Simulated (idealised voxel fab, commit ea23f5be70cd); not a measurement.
process module | voxel wiring stack
cross-section cut | 280 nm wide | cells 5 nm
A cross-section is a grid of square cells, given in bands from the top down. A band is one or more rows of cells.
Each band's line starts with the height of the band's top and of its bottom, in nm. Then come its materials from left to right, each with its width in nm. One material with "throughout" fills the band from edge to edge. "air" is empty space.
Height 0 is the level under which the wafer as received is all one material. The lowest band goes on downwards, as in "0 down".
A width such as "30 to 40" changes by the same amount from each row of cells to the next, from the band's top row to its bottom row.
"no change" after a step means that no cell of the cross-section changed.
closed voids: empty space of 8 cells or more with no open way to the top, each as width x height at its distance from the left edge, in nm
after a step's settings: what the simulator itself notes on the step
overlay nm, on a step with a mask: how far to the right of its planned place the mask lay; to the left if negative
plan
1 op RECEIVE | material Si
2 op CONFORMAL_DEP | material SiO2 | thk nm 10
3 op CONFORMAL_DEP | material SiCN | thk nm 5
4 op DIRECTIONAL_DEP | material lowk | thk nm 25
5 op DIRECTIONAL_DEP | material aC | thk nm 10
6 op PATTERN | tone open | mask id METAL_1 | material resist | width nm 30 | pitch nm 45 | thk nm 30 | overlay nm 0
7 op DIRECTIONAL_ETCH | etch materials aC | depth nm 10
8 op STRIP | etch materials resist
9 op DIRECTIONAL_ETCH | etch materials lowk | depth nm 25
10 op DIRECTIONAL_ETCH | etch materials SiCN | depth nm 5
11 op STRIP | etch materials aC
12 op CONFORMAL_DEP | material TiN | thk nm 5
13 op FILL_DEP | material W | thk nm 5
14 op CMP | height nm 40
15 op CONFORMAL_DEP | material SiCN | thk nm 5
16 op DIRECTIONAL_DEP | material SiO2 | thk nm 25
17 op DIRECTIONAL_DEP | material aC | thk nm 15
18 op PATTERN | tone open | mask id METAL_2_HOLES | material resist | width nm 15 | thk nm 30 | overlay nm 0
19 op DIRECTIONAL_ETCH | etch materials aC | depth nm 15
20 op STRIP | etch materials resist
21 op DIRECTIONAL_ETCH | etch materials SiO2 | depth nm 25
22 op STRIP | etch materials aC
23 op PATTERN | tone open | mask id METAL_2 | material resist | width nm 30 | pitch nm 45 | thk nm 20 | overlay nm 0
24 op DIRECTIONAL_ETCH | etch materials SiO2 | depth nm 15
25 op DIRECTIONAL_ETCH | etch materials SiCN | depth nm 5
26 op STRIP | etch materials resist
27 op CONFORMAL_DEP | material TiN | thk nm 5
28 op FILL_DEP | material Cu | thk nm 10
29 op CMP | height nm 70
30 op CONFORMAL_DEP | material SiCN | thk nm 5
31 op DIRECTIONAL_DEP | material SiO2 | thk nm 15
32 op MASKED_ETCH | tone open | mask id PLUG_2 | width nm 15 | pitch nm 45 | etch materials SiO2 | depth nm 15 | overlay nm 0
33 op MASKED_ETCH | tone open | mask id PLUG_2 | width nm 15 | pitch nm 45 | etch materials SiCN | depth nm 5 | overlay nm 0
34 op EPI | material Ru | thk nm 10
35 op EPI | material Ru | thk nm 10
36 op DIRECTIONAL_DEP | material TiN | thk nm 5
37 op DIRECTIONAL_DEP | material W | thk nm 20
38 op PATTERN | tone cover | mask id METAL_3 | material resist | width nm 30 | pitch nm 45 | thk nm 15 | overlay nm 0
39 op DIRECTIONAL_ETCH | etch materials W | depth nm 20
40 op DIRECTIONAL_ETCH | etch materials TiN | depth nm 5
41 op STRIP | etch materials resist
42 op CONFORMAL_DEP | material SiCN | thk nm 5
43 op FILL_DEP | material SiO2 | thk nm 5
44 op CMP | height nm 115
45 op CONFORMAL_DEP | material SiCN | thk nm 5
46 op DIRECTIONAL_DEP | material SiO2 | thk nm 10
47 op DIRECTIONAL_DEP | material aC | thk nm 15
48 op PATTERN | tone open | mask id PLUG_3 | material resist | width nm 15 | thk nm 35 | overlay nm 0
49 op DIRECTIONAL_ETCH | etch materials aC | depth nm 15
50 op STRIP | etch materials resist
51 op DIRECTIONAL_ETCH | etch materials SiO2 | depth nm 10
52 op DIRECTIONAL_ETCH | etch materials SiCN | depth nm 5
53 op STRIP | etch materials aC
54 op CONFORMAL_DEP | material TiN | thk nm 5
55 op FILL_DEP | material Ru | thk nm 10
56 op CMP | height nm 130
57 op CONFORMAL_DEP | material SiN | thk nm 5
58 op DIRECTIONAL_DEP | material SiO2 | thk nm 25
59 op DIRECTIONAL_DEP | material aC | thk nm 10
60 op PATTERN | tone open | mask id METAL_4 | material resist | width nm 30 | pitch nm 45 | thk nm 25 | overlay nm 0
61 op DIRECTIONAL_ETCH | etch materials aC | depth nm 10
62 op STRIP | etch materials resist
63 op DIRECTIONAL_ETCH | etch materials SiO2 | depth nm 25
64 op DIRECTIONAL_ETCH | etch materials SiN | depth nm 5
65 op STRIP | etch materials aC
66 op CONFORMAL_DEP | material TiN | thk nm 5
67 op FILL_DEP | material Cu | thk nm 5
68 op CMP | height nm 160
69 op CONFORMAL_DEP | material SiN | thk nm 5
first wafer, as planned
as received, after step 1
  0 down: Si throughout
  closed voids: none
after step 2
  10 to 0: SiO2 throughout
  below 0: unchanged
after step 3
  15 to 10: SiCN throughout
  below 10: unchanged
after step 4
  40 to 15: lowk throughout
  below 15: unchanged
after step 5
  50 to 40: aC throughout
  below 40: unchanged
after step 6
  80 to 50: resist 100 | air 30 | resist 15 | air 30 | resist 105
  below 50: unchanged
after step 7
  70 to 50: resist 100 | air 30 | resist 15 | air 30 | resist 105
  50 to 40: aC 100 | air 30 | aC 15 | air 30 | aC 105
  below 40: unchanged
after step 8
  50 to 40: aC 100 | air 30 | aC 15 | air 30 | aC 105
  below 40: unchanged
after step 9
  50 to 40: aC 100 | air 30 | aC 15 | air 30 | aC 105
  40 to 15: lowk 100 | air 30 | lowk 15 | air 30 | lowk 105
  below 15: unchanged
after step 10
  50 to 40: aC 100 | air 30 | aC 15 | air 30 | aC 105
  40 to 15: lowk 100 | air 30 | lowk 15 | air 30 | lowk 105
  15 to 10: SiCN 100 | air 30 | SiCN 15 | air 30 | SiCN 105
  below 10: unchanged
after step 11
  40 to 15: lowk 100 | air 30 | lowk 15 | air 30 | lowk 105
  below 15: unchanged
after step 12
  45 to 40: TiN 105 | air 20 | TiN 25 | air 20 | TiN 110
  40 to 15: lowk 100 | TiN 5 | air 20 | TiN 5 | lowk 15 | TiN 5 | air 20 | TiN 5 | lowk 105
  15 to 10: SiCN 100 | TiN 30 | SiCN 15 | TiN 30 | SiCN 105
  below 10: unchanged
after step 13
  50 to 45: W throughout
  45 to 40: TiN 105 | W 20 | TiN 25 | W 20 | TiN 110
  40 to 15: lowk 100 | TiN 5 | W 20 | TiN 5 | lowk 15 | TiN 5 | W 20 | TiN 5 | lowk 105
  below 15: unchanged
after step 14
  40 to 15: lowk 100 | TiN 5 | W 20 | TiN 5 | lowk 15 | TiN 5 | W 20 | TiN 5 | lowk 105
  below 15: unchanged
after step 15
  45 to 40: SiCN throughout
  below 40: unchanged
after step 16
  70 to 45: SiO2 throughout
  below 45: unchanged
after step 17
  85 to 70: aC throughout
  below 70: unchanged
after step 18
  115 to 85: resist 100 | air 15 | resist 165
  below 85: unchanged
after step 19
  100 to 85: resist 100 | air 15 | resist 165
  85 to 70: aC 100 | air 15 | aC 165
  below 70: unchanged
after step 20
  85 to 70: aC 100 | air 15 | aC 165
  below 70: unchanged
after step 21
  85 to 70: aC 100 | air 15 | aC 165
  70 to 45: SiO2 100 | air 15 | SiO2 165
  below 45: unchanged
after step 22
  70 to 45: SiO2 100 | air 15 | SiO2 165
  below 45: unchanged
after step 23
  90 to 70: resist 100 | air 30 | resist 15 | air 30 | resist 105
  below 70: unchanged
after step 24
  90 to 70: resist 100 | air 30 | resist 15 | air 30 | resist 105
  70 to 55: SiO2 100 | air 30 | SiO2 15 | air 30 | SiO2 105
  below 55: unchanged
after step 25
  90 to 70: resist 100 | air 30 | resist 15 | air 30 | resist 105
  70 to 55: SiO2 100 | air 30 | SiO2 15 | air 30 | SiO2 105
  55 to 45: SiO2 100 | air 15 | SiO2 165
  45 to 40: SiCN 100 | air 15 | SiCN 165
  below 40: unchanged
after step 26
  70 to 55: SiO2 100 | air 30 | SiO2 15 | air 30 | SiO2 105
  below 55: unchanged
after step 27
  75 to 70: TiN 105 | air 20 | TiN 25 | air 20 | TiN 110
  70 to 60: SiO2 100 | TiN 5 | air 20 | TiN 5 | SiO2 15 | TiN 5 | air 20 | TiN 5 | SiO2 105
  60 to 55: SiO2 100 | TiN 5 | air 5 | TiN 20 | SiO2 15 | TiN 30 | SiO2 105
  55 to 45: SiO2 100 | TiN 5 | air 5 | TiN 5 | SiO2 165
  45 to 40: SiCN 100 | TiN 15 | SiCN 165
  below 40: unchanged
after step 28
  85 to 75: Cu throughout
  75 to 70: TiN 105 | Cu 20 | TiN 25 | Cu 20 | TiN 110
  70 to 60: SiO2 100 | TiN 5 | Cu 20 | TiN 5 | SiO2 15 | TiN 5 | Cu 20 | TiN 5 | SiO2 105
  60 to 55: SiO2 100 | TiN 5 | Cu 5 | TiN 20 | SiO2 15 | TiN 30 | SiO2 105
  55 to 45: SiO2 100 | TiN 5 | Cu 5 | TiN 5 | SiO2 165
  below 45: unchanged
after step 29
  70 to 60: SiO2 100 | TiN 5 | Cu 20 | TiN 5 | SiO2 15 | TiN 5 | Cu 20 | TiN 5 | SiO2 105
  below 60: unchanged
after step 30
  75 to 70: SiCN throughout
  below 70: unchanged
after step 31
  90 to 75: SiO2 throughout
  below 75: unchanged
after step 32
  90 to 75: SiO2 100 | air 15 | SiO2 30 | air 15 | SiO2 120
  below 75: unchanged
after step 33
  90 to 75: SiO2 100 | air 15 | SiO2 30 | air 15 | SiO2 120
  75 to 70: SiCN 100 | air 15 | SiCN 30 | air 15 | SiCN 120
  below 70: unchanged
after step 34
  90 to 80: SiO2 100 | air 15 | SiO2 30 | air 15 | SiO2 120
  80 to 75: SiO2 100 | Ru 15 | SiO2 30 | Ru 15 | SiO2 120
  75 to 70: SiCN 100 | Ru 15 | SiCN 30 | Ru 15 | SiCN 120
  below 70: unchanged
after step 35
  90 to 75: SiO2 100 | Ru 15 | SiO2 30 | Ru 15 | SiO2 120
  below 75: unchanged
after step 36
  95 to 90: TiN throughout
  below 90: unchanged
after step 37
  115 to 95: W throughout
  below 95: unchanged
after step 38
  130 to 115: air 100 | resist 30 | air 15 | resist 30 | air 105
  below 115: unchanged
after step 39
  130 to 115: air 100 | resist 30 | air 15 | resist 30 | air 105
  115 to 95: air 100 | W 30 | air 15 | W 30 | air 105
  below 95: unchanged
after step 40
  130 to 115: air 100 | resist 30 | air 15 | resist 30 | air 105
  115 to 95: air 100 | W 30 | air 15 | W 30 | air 105
  95 to 90: air 100 | TiN 30 | air 15 | TiN 30 | air 105
  below 90: unchanged
after step 41
  115 to 95: air 100 | W 30 | air 15 | W 30 | air 105
  below 95: unchanged
after step 42
  120 to 115: air 95 | SiCN 40 | air 5 | SiCN 40 | air 100
  115 to 95: air 95 | SiCN 5 | W 30 | SiCN 5 | air 5 | SiCN 5 | W 30 | SiCN 5 | air 100
  95 to 90: SiCN 100 | TiN 30 | SiCN 15 | TiN 30 | SiCN 105
  below 90: unchanged
after step 43
  125 to 120: SiO2 throughout
  120 to 115: SiO2 95 | SiCN 40 | SiO2 5 | SiCN 40 | SiO2 100
  115 to 95: SiO2 95 | SiCN 5 | W 30 | SiCN 5 | SiO2 5 | SiCN 5 | W 30 | SiCN 5 | SiO2 100
  below 95: unchanged
after step 44
  115 to 95: SiO2 95 | SiCN 5 | W 30 | SiCN 5 | SiO2 5 | SiCN 5 | W 30 | SiCN 5 | SiO2 100
  below 95: unchanged
after step 45
  120 to 115: SiCN throughout
  below 115: unchanged
after step 46
  130 to 120: SiO2 throughout
  below 120: unchanged
after step 47
  145 to 130: aC throughout
  below 130: unchanged
after step 48
  180 to 145: resist 100 | air 15 | resist 165
  below 145: unchanged
after step 49
  165 to 145: resist 100 | air 15 | resist 165
  145 to 130: aC 100 | air 15 | aC 165
  below 130: unchanged
after step 50
  145 to 130: aC 100 | air 15 | aC 165
  below 130: unchanged
after step 51
  145 to 130: aC 100 | air 15 | aC 165
  130 to 120: SiO2 100 | air 15 | SiO2 165
  below 120: unchanged
after step 52
  145 to 130: aC 100 | air 15 | aC 165
  130 to 120: SiO2 100 | air 15 | SiO2 165
  120 to 115: SiCN 100 | air 15 | SiCN 165
  below 115: unchanged
after step 53
  130 to 120: SiO2 100 | air 15 | SiO2 165
  below 120: unchanged
after step 54
  135 to 130: TiN 105 | air 5 | TiN 170
  130 to 120: SiO2 100 | TiN 5 | air 5 | TiN 5 | SiO2 165
  120 to 115: SiCN 100 | TiN 15 | SiCN 165
  below 115: unchanged
after step 55
  145 to 135: Ru throughout
  135 to 130: TiN 105 | Ru 5 | TiN 170
  130 to 120: SiO2 100 | TiN 5 | Ru 5 | TiN 5 | SiO2 165
  below 120: unchanged
after step 56
  130 to 120: SiO2 100 | TiN 5 | Ru 5 | TiN 5 | SiO2 165
  below 120: unchanged
after step 57
  135 to 130: SiN throughout
  below 130: unchanged
after step 58
  160 to 135: SiO2 throughout
  below 135: unchanged
after step 59
  170 to 160: aC throughout
  below 160: unchanged
after step 60
  195 to 170: resist 100 | air 30 | resist 15 | air 30 | resist 105
  below 170: unchanged
after step 61
  185 to 170: resist 100 | air 30 | resist 15 | air 30 | resist 105
  170 to 160: aC 100 | air 30 | aC 15 | air 30 | aC 105
  below 160: unchanged
after step 62
  170 to 160: aC 100 | air 30 | aC 15 | air 30 | aC 105
  below 160: unchanged
after step 63
  170 to 160: aC 100 | air 30 | aC 15 | air 30 | aC 105
  160 to 135: SiO2 100 | air 30 | SiO2 15 | air 30 | SiO2 105
  below 135: unchanged
after step 64
  170 to 160: aC 100 | air 30 | aC 15 | air 30 | aC 105
  160 to 135: SiO2 100 | air 30 | SiO2 15 | air 30 | SiO2 105
  135 to 130: SiN 100 | air 30 | SiN 15 | air 30 | SiN 105
  below 130: unchanged
after step 65
  160 to 135: SiO2 100 | air 30 | SiO2 15 | air 30 | SiO2 105
  below 135: unchanged
after step 66
  165 to 160: TiN 105 | air 20 | TiN 25 | air 20 | TiN 110
  160 to 135: SiO2 100 | TiN 5 | air 20 | TiN 5 | SiO2 15 | TiN 5 | air 20 | TiN 5 | SiO2 105
  135 to 130: SiN 100 | TiN 30 | SiN 15 | TiN 30 | SiN 105
  below 130: unchanged
after step 67
  170 to 165: Cu throughout
  165 to 160: TiN 105 | Cu 20 | TiN 25 | Cu 20 | TiN 110
  160 to 135: SiO2 100 | TiN 5 | Cu 20 | TiN 5 | SiO2 15 | TiN 5 | Cu 20 | TiN 5 | SiO2 105
  below 135: unchanged
after step 68
  160 to 135: SiO2 100 | TiN 5 | Cu 20 | TiN 5 | SiO2 15 | TiN 5 | Cu 20 | TiN 5 | SiO2 105
  below 135: unchanged
after step 69
  165 to 160: SiN throughout
  below 160: unchanged
second wafer: like start, like plan, one mistake. Through step 59 it matches the first wafer
when step 60 should have ended
  195 to 170: air 100 | resist 30 | air 15 | resist 30 | air 105
  below 170: unchanged
when step 61 should have ended
  185 to 170: air 100 | resist 30 | air 15 | resist 30 | air 105
  170 to 160: air 100 | aC 30 | air 15 | aC 30 | air 105
  below 160: unchanged
when step 62 should have ended
  170 to 160: air 100 | aC 30 | air 15 | aC 30 | air 105
  below 160: unchanged
when step 63 should have ended
  170 to 160: air 100 | aC 30 | air 15 | aC 30 | air 105
  160 to 135: air 100 | SiO2 30 | air 15 | SiO2 30 | air 105
  below 135: unchanged
when step 64 should have ended
  170 to 160: air 100 | aC 30 | air 15 | aC 30 | air 105
  160 to 135: air 100 | SiO2 30 | air 15 | SiO2 30 | air 105
  135 to 130: air 100 | SiN 30 | air 15 | SiN 30 | air 105
  below 130: unchanged
when step 65 should have ended
  160 to 135: air 100 | SiO2 30 | air 15 | SiO2 30 | air 105
  below 135: unchanged
when step 66 should have ended
  165 to 160: air 95 | TiN 40 | air 5 | TiN 40 | air 100
  160 to 135: air 95 | TiN 5 | SiO2 30 | TiN 5 | air 5 | TiN 5 | SiO2 30 | TiN 5 | air 100
  135 to 130: TiN 100 | SiN 30 | TiN 15 | SiN 30 | TiN 105
  below 130: unchanged
when step 67 should have ended
  170 to 165: Cu throughout
  165 to 160: Cu 95 | TiN 40 | Cu 5 | TiN 40 | Cu 100
  160 to 135: Cu 95 | TiN 5 | SiO2 30 | TiN 5 | Cu 5 | TiN 5 | SiO2 30 | TiN 5 | Cu 100
  below 135: unchanged
when step 68 should have ended
  160 to 135: Cu 95 | TiN 5 | SiO2 30 | TiN 5 | Cu 5 | TiN 5 | SiO2 30 | TiN 5 | Cu 100
  below 135: unchanged
when step 69 should have ended
  165 to 160: SiN throughout
  below 160: unchanged
what went wrong: step 60 ran as: op PATTERN | tone cover | mask id METAL_4 | material resist | width nm 30 | pitch nm 45 | thk nm 25 | overlay nm 0
at the end the second wafer has, in cells: 160 more of Cu | 32 fewer of SiN | 160 fewer of SiO2 | 32 more of TiN
